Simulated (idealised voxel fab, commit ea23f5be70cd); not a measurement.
Proc. module: voxel capacitor over wiring
Section cut is 240 nm wide and gridded with 5 nm square cells.
Bands, listed from the top down, are how a cross-section gets written in this document; the cross-section itself is a grid of square cells, and a band is one or more rows of them.
Basically the band line says how high the top is and how high the bottom is, in nm, and then what's in it from left to right, every material with its width in nm. Empty space shows up as "air", and if a single material carries "throughout" it runs the full band edge to edge.
A quick word on heights: they are counted from 0, and under that level the wafer as it came to us is one material throughout. The lowest band is different from the rest in having no bottom; it simply continues downward, written as in "from 0 down".
So if you see something like "30..40" for the width, read it as the top row of the band sitting at the first number and the bottom row at the second, with every row in between moving by the same amount as the last.
Reading "nothing altered" for a step: not a cell of the cross-section changed in it.
"Closed void listing" means: voids of 8 cells or more that are shut off from the top with no open way through. Written width x height at distance, distance from the left edge, in nm.
If you see something after the settings on a step's line, that's the simulator's own remark about that step.
overlay nm: mask offset rightward from planned place, masked step; negative means leftward offset.
# Listed below are the process steps as planned
| 1 | RECEIVE, material Si |
| 2 | CONFORMAL_DEP, material SiO2, thk nm 10 |
| 3 | CONFORMAL_DEP, material SiN, thk nm 5 |
| 4 | DIRECTIONAL_DEP, material SiO2, thk nm 15 |
| 5 | PATTERN, tone open, mask id METAL_1, material resist, width nm 30, pitch nm 80, thk nm 15, overlay nm 0 |
| 6 | DIRECTIONAL_ETCH, etch materials SiO2, depth nm 15 |
| 7 | DIRECTIONAL_ETCH, etch materials SiN, depth nm 5 |
| 8 | STRIP, etch materials resist |
| 9 | CONFORMAL_DEP, material TiN, thk nm 5 |
| 10 | FILL_DEP, material Cu, thk nm 5 |
| 11 | CMP, height nm 30 |
| 12 | EPI, material Ru, thk nm 5 |
| 13 | FILL_DEP, material SiCN, thk nm 5 |
| 14 | DIRECTIONAL_DEP, material SiO2, thk nm 15 |
| 15 | DIRECTIONAL_DEP, material aC, thk nm 15 |
| 16 | PATTERN, tone open, mask id PLUG_1, material resist, width nm 15, thk nm 30, overlay nm 0 |
| 17 | DIRECTIONAL_ETCH, etch materials aC, depth nm 15 |
| 18 | STRIP, etch materials resist |
| 19 | DIRECTIONAL_ETCH, etch materials SiO2, depth nm 15 |
| 20 | DIRECTIONAL_ETCH, etch materials SiCN, depth nm 5 |
| 21 | STRIP, etch materials aC |
| 22 | CONFORMAL_DEP, material TiN, thk nm 5 |
| 23 | FILL_DEP, material W, thk nm 10 |
| 24 | CMP, height nm 55 |
| 25 | DIRECTIONAL_DEP, material TiN, thk nm 10 |
| 26 | DIRECTIONAL_DEP, material Al2O3, thk nm 5 |
| 27 | DIRECTIONAL_DEP, material TiN, thk nm 5 |
| 28 | MASKED_ETCH, tone cover, mask id UPPER_PLATE, width nm 55, etch materials TiN, depth nm 5, overlay nm 0 |
| 29 | MASKED_ETCH, tone cover, mask id UPPER_PLATE, width nm 55, etch materials Al2O3, depth nm 5, overlay nm 0 |
| 30 | MASKED_ETCH, tone cover, mask id LOWER_PLATE, width nm 65, etch materials TiN, depth nm 10, overlay nm 0 |
| 31 | FILL_DEP, material SiO2, thk nm 20 |
| 32 | CMP, height nm 90 |
| 33 | DIRECTIONAL_DEP, material aC, thk nm 15 |
| 34 | PATTERN, tone open, mask id PLUG_2, material resist, width nm 15, thk nm 35, overlay nm 0 |
| 35 | DIRECTIONAL_ETCH, etch materials aC, depth nm 15 |
| 36 | STRIP, etch materials resist |
| 37 | DIRECTIONAL_ETCH, etch materials SiO2, depth nm 15 |
| 38 | STRIP, etch materials aC |
| 39 | CONFORMAL_DEP, material TiN, thk nm 5 |
| 40 | FILL_DEP, material Ru, thk nm 5 |
| 41 | CMP, height nm 90 |
| 42 | CONFORMAL_DEP, material SiN, thk nm 5 |
# So, the first of our two wafers, run just as we planned it
# This is the cross-section of the wafer as we received it, i.e. after step 1
* from 0 down: Si throughout
* Closed void listing: none
# The wafer in cross-section once step 2 is complete
* from 10 to 0: SiO2 throughout
* Lower than 0, everything is as it was.
# The wafer in cross-section once step 3 is complete
* from 15 to 10: SiN throughout
* Lower than 10, everything is as it was.
# The wafer in cross-section once step 4 is complete
* from 30 to 15: SiO2 throughout
* Lower than 15, everything is as it was.
# The wafer in cross-section once step 5 is complete
* from 45 to 30: 65 nm resist | 30 nm air | 50 nm resist | 30 nm air | 65 nm resist
* Lower than 30, everything is as it was.
# The wafer in cross-section once step 6 is complete
* from 45 to 30: 65 nm resist | 30 nm air | 50 nm resist | 30 nm air | 65 nm resist
* from 30 to 15: 65 nm SiO2 | 30 nm air | 50 nm SiO2 | 30 nm air | 65 nm SiO2
* Lower than 15, everything is as it was.
# The wafer in cross-section once step 7 is complete
* from 45 to 30: 65 nm resist | 30 nm air | 50 nm resist | 30 nm air | 65 nm resist
* from 30 to 15: 65 nm SiO2 | 30 nm air | 50 nm SiO2 | 30 nm air | 65 nm SiO2
* from 15 to 10: 65 nm SiN | 30 nm air | 50 nm SiN | 30 nm air | 65 nm SiN
* Lower than 10, everything is as it was.
# The wafer in cross-section once step 8 is complete
* from 30 to 15: 65 nm SiO2 | 30 nm air | 50 nm SiO2 | 30 nm air | 65 nm SiO2
* Lower than 15, everything is as it was.
# The wafer in cross-section once step 9 is complete
* from 35 to 30: 70 nm TiN | 20 nm air | 60 nm TiN | 20 nm air | 70 nm TiN
* from 30 to 15: 65 nm SiO2 | 5 nm TiN | 20 nm air | 5 nm TiN | 50 nm SiO2 | 5 nm TiN | 20 nm air | 5 nm TiN | 65 nm SiO2
* from 15 to 10: 65 nm SiN | 30 nm TiN | 50 nm SiN | 30 nm TiN | 65 nm SiN
* Lower than 10, everything is as it was.
# The wafer in cross-section once step 10 is complete
* from 40 to 35: Cu throughout
* from 35 to 30: 70 nm TiN | 20 nm Cu | 60 nm TiN | 20 nm Cu | 70 nm TiN
* from 30 to 15: 65 nm SiO2 | 5 nm TiN | 20 nm Cu | 5 nm TiN | 50 nm SiO2 | 5 nm TiN | 20 nm Cu | 5 nm TiN | 65 nm SiO2
* Lower than 15, everything is as it was.
# The wafer in cross-section once step 11 is complete
* from 30 to 15: 65 nm SiO2 | 5 nm TiN | 20 nm Cu | 5 nm TiN | 50 nm SiO2 | 5 nm TiN | 20 nm Cu | 5 nm TiN | 65 nm SiO2
* Lower than 15, everything is as it was.
# The wafer in cross-section once step 12 is complete
* from 35 to 30: 60 nm air | 40 nm Ru | 40 nm air | 40 nm Ru | 60 nm air
* Lower than 30, everything is as it was.
# The wafer in cross-section once step 13 is complete
* from 40 to 35: SiCN throughout
* from 35 to 30: 60 nm SiCN | 40 nm Ru | 40 nm SiCN | 40 nm Ru | 60 nm SiCN
* Lower than 30, everything is as it was.
# The wafer in cross-section once step 14 is complete
* from 55 to 40: SiO2 throughout
* Lower than 40, everything is as it was.
# The wafer in cross-section once step 15 is complete
* from 70 to 55: aC throughout
* Lower than 55, everything is as it was.
# The wafer in cross-section once step 16 is complete
* from 100 to 70: 80 nm resist | 15 nm air | 145 nm resist
* Lower than 70, everything is as it was.
# The wafer in cross-section once step 17 is complete
* from 85 to 70: 80 nm resist | 15 nm air | 145 nm resist
* from 70 to 55: 80 nm aC | 15 nm air | 145 nm aC
* Lower than 55, everything is as it was.
# The wafer in cross-section once step 18 is complete
* from 70 to 55: 80 nm aC | 15 nm air | 145 nm aC
* Lower than 55, everything is as it was.
# The wafer in cross-section once step 19 is complete
* from 70 to 55: 80 nm aC | 15 nm air | 145 nm aC
* from 55 to 40: 80 nm SiO2 | 15 nm air | 145 nm SiO2
* Lower than 40, everything is as it was.
# The wafer in cross-section once step 20 is complete
* from 70 to 55: 80 nm aC | 15 nm air | 145 nm aC
* from 55 to 40: 80 nm SiO2 | 15 nm air | 145 nm SiO2
* from 40 to 35: 80 nm SiCN | 15 nm air | 145 nm SiCN
* Lower than 35, everything is as it was.
# The wafer in cross-section once step 21 is complete
* from 55 to 40: 80 nm SiO2 | 15 nm air | 145 nm SiO2
* Lower than 40, everything is as it was.
# The wafer in cross-section once step 22 is complete
* from 60 to 55: 85 nm TiN | 5 nm air | 150 nm TiN
* from 55 to 40: 80 nm SiO2 | 5 nm TiN | 5 nm air | 5 nm TiN | 145 nm SiO2
* from 40 to 35: 80 nm SiCN | 15 nm TiN | 145 nm SiCN
* Lower than 35, everything is as it was.
# The wafer in cross-section once step 23 is complete
* from 70 to 60: W throughout
* from 60 to 55: 85 nm TiN | 5 nm W | 150 nm TiN
* from 55 to 40: 80 nm SiO2 | 5 nm TiN | 5 nm W | 5 nm TiN | 145 nm SiO2
* Lower than 40, everything is as it was.
# The wafer in cross-section once step 24 is complete
* from 55 to 40: 80 nm SiO2 | 5 nm TiN | 5 nm W | 5 nm TiN | 145 nm SiO2
* Lower than 40, everything is as it was.
# The wafer in cross-section once step 25 is complete
* from 65 to 55: TiN throughout
* Lower than 55, everything is as it was.
# The wafer in cross-section once step 26 is complete
* from 70 to 65: Al2O3 throughout
* Lower than 65, everything is as it was.
# The wafer in cross-section once step 27 is complete
* from 75 to 70: TiN throughout
* Lower than 70, everything is as it was.
# The wafer in cross-section once step 28 is complete
* from 75 to 70: 80 nm air | 55 nm TiN | 105 nm air
* Lower than 70, everything is as it was.
# The wafer in cross-section once step 29 is complete
* from 75 to 70: 80 nm air | 55 nm TiN | 105 nm air
* from 70 to 65: 80 nm air | 55 nm Al2O3 | 105 nm air
* Lower than 65, everything is as it was.
# The wafer in cross-section once step 30 is complete
* from 75 to 70: 80 nm air | 55 nm TiN | 105 nm air
* from 70 to 65: 80 nm air | 55 nm Al2O3 | 105 nm air
* from 65 to 55: 75 nm air | 65 nm TiN | 100 nm air
* Lower than 55, everything is as it was.
# The wafer in cross-section once step 31 is complete
* from 95 to 75: SiO2 throughout
* from 75 to 70: 80 nm SiO2 | 55 nm TiN | 105 nm SiO2
* from 70 to 65: 80 nm SiO2 | 55 nm Al2O3 | 105 nm SiO2
* from 65 to 55: 75 nm SiO2 | 65 nm TiN | 100 nm SiO2
* Lower than 55, everything is as it was.
# The wafer in cross-section once step 32 is complete
* from 90 to 75: SiO2 throughout
* Lower than 75, everything is as it was.
# The wafer in cross-section once step 33 is complete
* from 105 to 90: aC throughout
* Lower than 90, everything is as it was.
# The wafer in cross-section once step 34 is complete
* from 140 to 105: 90 nm resist | 15 nm air | 135 nm resist
* Lower than 105, everything is as it was.
# The wafer in cross-section once step 35 is complete
* from 125 to 105: 90 nm resist | 15 nm air | 135 nm resist
* from 105 to 90: 90 nm aC | 15 nm air | 135 nm aC
* Lower than 90, everything is as it was.
# The wafer in cross-section once step 36 is complete
* from 105 to 90: 90 nm aC | 15 nm air | 135 nm aC
* Lower than 90, everything is as it was.
# The wafer in cross-section once step 37 is complete
* from 105 to 90: 90 nm aC | 15 nm air | 135 nm aC
* from 90 to 75: 90 nm SiO2 | 15 nm air | 135 nm SiO2
* Lower than 75, everything is as it was.
# The wafer in cross-section once step 38 is complete
* from 90 to 75: 90 nm SiO2 | 15 nm air | 135 nm SiO2
* Lower than 75, everything is as it was.
# The wafer in cross-section once step 39 is complete
* from 95 to 90: 95 nm TiN | 5 nm air | 140 nm TiN
* from 90 to 80: 90 nm SiO2 | 5 nm TiN | 5 nm air | 5 nm TiN | 135 nm SiO2
* from 80 to 70: 90..80 nm SiO2 | 15..55 nm TiN | 135..105 nm SiO2
* Lower than 70, everything is as it was.
# The wafer in cross-section once step 40 is complete
* from 100 to 95: Ru throughout
* from 95 to 90: 95 nm TiN | 5 nm Ru | 140 nm TiN
* from 90 to 80: 90 nm SiO2 | 5 nm TiN | 5 nm Ru | 5 nm TiN | 135 nm SiO2
* Lower than 80, everything is as it was.
# The wafer in cross-section once step 41 is complete
* from 90 to 80: 90 nm SiO2 | 5 nm TiN | 5 nm Ru | 5 nm TiN | 135 nm SiO2
* Lower than 80, everything is as it was.
# The wafer in cross-section once step 42 is complete
* from 95 to 90: SiN throughout
* Lower than 90, everything is as it was.
# Regarding the second of the two wafers: it shared the first wafer's starting condition and process plan, yet one error occurred during its execution. Its history coincides with that of the first wafer up to and including step 2
when step 3 should have ended: nothing altered
# when step 4 should have ended
* from 25 to 0: SiO2 throughout
* Lower than 0, everything is as it was.
# when step 5 should have ended
* from 40 to 25: 65 nm resist | 30 nm air | 50 nm resist | 30 nm air | 65 nm resist
* Lower than 25, everything is as it was.
# when step 6 should have ended
* from 40 to 25: 65 nm resist | 30 nm air | 50 nm resist | 30 nm air | 65 nm resist
* from 25 to 10: 65 nm SiO2 | 30 nm air | 50 nm SiO2 | 30 nm air | 65 nm SiO2
* Lower than 10, everything is as it was.
when step 7 should have ended: nothing altered
# when step 8 should have ended
* from 25 to 10: 65 nm SiO2 | 30 nm air | 50 nm SiO2 | 30 nm air | 65 nm SiO2
* Lower than 10, everything is as it was.
# when step 9 should have ended
* from 30 to 25: 70 nm TiN | 20 nm air | 60 nm TiN | 20 nm air | 70 nm TiN
* from 25 to 15: 65 nm SiO2 | 5 nm TiN | 20 nm air | 5 nm TiN | 50 nm SiO2 | 5 nm TiN | 20 nm air | 5 nm TiN | 65 nm SiO2
* from 15 to 10: 65 nm SiO2 | 30 nm TiN | 50 nm SiO2 | 30 nm TiN | 65 nm SiO2
* Lower than 10, everything is as it was.
# when step 10 should have ended
* from 35 to 30: Cu throughout
* from 30 to 25: 70 nm TiN | 20 nm Cu | 60 nm TiN | 20 nm Cu | 70 nm TiN
* from 25 to 15: 65 nm SiO2 | 5 nm TiN | 20 nm Cu | 5 nm TiN | 50 nm SiO2 | 5 nm TiN | 20 nm Cu | 5 nm TiN | 65 nm SiO2
* Lower than 15, everything is as it was.
# when step 11 should have ended
* from 30 to 25: 70 nm TiN | 20 nm Cu | 60 nm TiN | 20 nm Cu | 70 nm TiN
* Lower than 25, everything is as it was.
# when step 12 should have ended
* from 35 to 30: Ru throughout
* Lower than 30, everything is as it was.
# when step 13 should have ended
* from 40 to 35: SiCN throughout
* Lower than 35, everything is as it was.
# when step 14 should have ended
* from 55 to 40: SiO2 throughout
* Lower than 40, everything is as it was.
# when step 15 should have ended
* from 70 to 55: aC throughout
* Lower than 55, everything is as it was.
# when step 16 should have ended
* from 100 to 70: 80 nm resist | 15 nm air | 145 nm resist
* Lower than 70, everything is as it was.
# when step 17 should have ended
* from 85 to 70: 80 nm resist | 15 nm air | 145 nm resist
* from 70 to 55: 80 nm aC | 15 nm air | 145 nm aC
* Lower than 55, everything is as it was.
# when step 18 should have ended
* from 70 to 55: 80 nm aC | 15 nm air | 145 nm aC
* Lower than 55, everything is as it was.
# when step 19 should have ended
* from 70 to 55: 80 nm aC | 15 nm air | 145 nm aC
* from 55 to 40: 80 nm SiO2 | 15 nm air | 145 nm SiO2
* Lower than 40, everything is as it was.
# when step 20 should have ended
* from 70 to 55: 80 nm aC | 15 nm air | 145 nm aC
* from 55 to 40: 80 nm SiO2 | 15 nm air | 145 nm SiO2
* from 40 to 35: 80 nm SiCN | 15 nm air | 145 nm SiCN
* Lower than 35, everything is as it was.
# when step 21 should have ended
* from 55 to 40: 80 nm SiO2 | 15 nm air | 145 nm SiO2
* Lower than 40, everything is as it was.
# when step 22 should have ended
* from 60 to 55: 85 nm TiN | 5 nm air | 150 nm TiN
* from 55 to 40: 80 nm SiO2 | 5 nm TiN | 5 nm air | 5 nm TiN | 145 nm SiO2
* from 40 to 35: 80 nm SiCN | 15 nm TiN | 145 nm SiCN
* Lower than 35, everything is as it was.
# when step 23 should have ended
* from 70 to 60: W throughout
* from 60 to 55: 85 nm TiN | 5 nm W | 150 nm TiN
* from 55 to 40: 80 nm SiO2 | 5 nm TiN | 5 nm W | 5 nm TiN | 145 nm SiO2
* Lower than 40, everything is as it was.
# when step 24 should have ended
* from 55 to 40: 80 nm SiO2 | 5 nm TiN | 5 nm W | 5 nm TiN | 145 nm SiO2
* Lower than 40, everything is as it was.
# when step 25 should have ended
* from 65 to 55: TiN throughout
* Lower than 55, everything is as it was.
# when step 26 should have ended
* from 70 to 65: Al2O3 throughout
* Lower than 65, everything is as it was.
# when step 27 should have ended
* from 75 to 70: TiN throughout
* Lower than 70, everything is as it was.
# when step 28 should have ended
* from 75 to 70: 80 nm air | 55 nm TiN | 105 nm air
* Lower than 70, everything is as it was.
# when step 29 should have ended
* from 75 to 70: 80 nm air | 55 nm TiN | 105 nm air
* from 70 to 65: 80 nm air | 55 nm Al2O3 | 105 nm air
* Lower than 65, everything is as it was.
# when step 30 should have ended
* from 75 to 70: 80 nm air | 55 nm TiN | 105 nm air
* from 70 to 65: 80 nm air | 55 nm Al2O3 | 105 nm air
* from 65 to 55: 75 nm air | 65 nm TiN | 100 nm air
* Lower than 55, everything is as it was.
# when step 31 should have ended
* from 95 to 75: SiO2 throughout
* from 75 to 70: 80 nm SiO2 | 55 nm TiN | 105 nm SiO2
* from 70 to 65: 80 nm SiO2 | 55 nm Al2O3 | 105 nm SiO2
* from 65 to 55: 75 nm SiO2 | 65 nm TiN | 100 nm SiO2
* Lower than 55, everything is as it was.
# when step 32 should have ended
* from 90 to 75: SiO2 throughout
* Lower than 75, everything is as it was.
# when step 33 should have ended
* from 105 to 90: aC throughout
* Lower than 90, everything is as it was.
# when step 34 should have ended
* from 140 to 105: 90 nm resist | 15 nm air | 135 nm resist
* Lower than 105, everything is as it was.
# when step 35 should have ended
* from 125 to 105: 90 nm resist | 15 nm air | 135 nm resist
* from 105 to 90: 90 nm aC | 15 nm air | 135 nm aC
* Lower than 90, everything is as it was.
# when step 36 should have ended
* from 105 to 90: 90 nm aC | 15 nm air | 135 nm aC
* Lower than 90, everything is as it was.
# when step 37 should have ended
* from 105 to 90: 90 nm aC | 15 nm air | 135 nm aC
* from 90 to 75: 90 nm SiO2 | 15 nm air | 135 nm SiO2
* Lower than 75, everything is as it was.
# when step 38 should have ended
* from 90 to 75: 90 nm SiO2 | 15 nm air | 135 nm SiO2
* Lower than 75, everything is as it was.
# when step 39 should have ended
* from 95 to 90: 95 nm TiN | 5 nm air | 140 nm TiN
* from 90 to 80: 90 nm SiO2 | 5 nm TiN | 5 nm air | 5 nm TiN | 135 nm SiO2
* from 80 to 70: 90..80 nm SiO2 | 15..55 nm TiN | 135..105 nm SiO2
* Lower than 70, everything is as it was.
# when step 40 should have ended
* from 100 to 95: Ru throughout
* from 95 to 90: 95 nm TiN | 5 nm Ru | 140 nm TiN
* from 90 to 80: 90 nm SiO2 | 5 nm TiN | 5 nm Ru | 5 nm TiN | 135 nm SiO2
* Lower than 80, everything is as it was.
# when step 41 should have ended
* from 90 to 80: 90 nm SiO2 | 5 nm TiN | 5 nm Ru | 5 nm TiN | 135 nm SiO2
* Lower than 80, everything is as it was.
# when step 42 should have ended
* from 95 to 90: SiN throughout
* Lower than 90, everything is as it was.
What went wrong in running the wafer? execution of step 3 of the plan did not take place, the step having been omitted
End of process, cell counts, second wafer against first, materials with more or fewer: 32 more of Ru, 32 fewer of SiCN, 36 fewer of SiN, 36 more of TiN
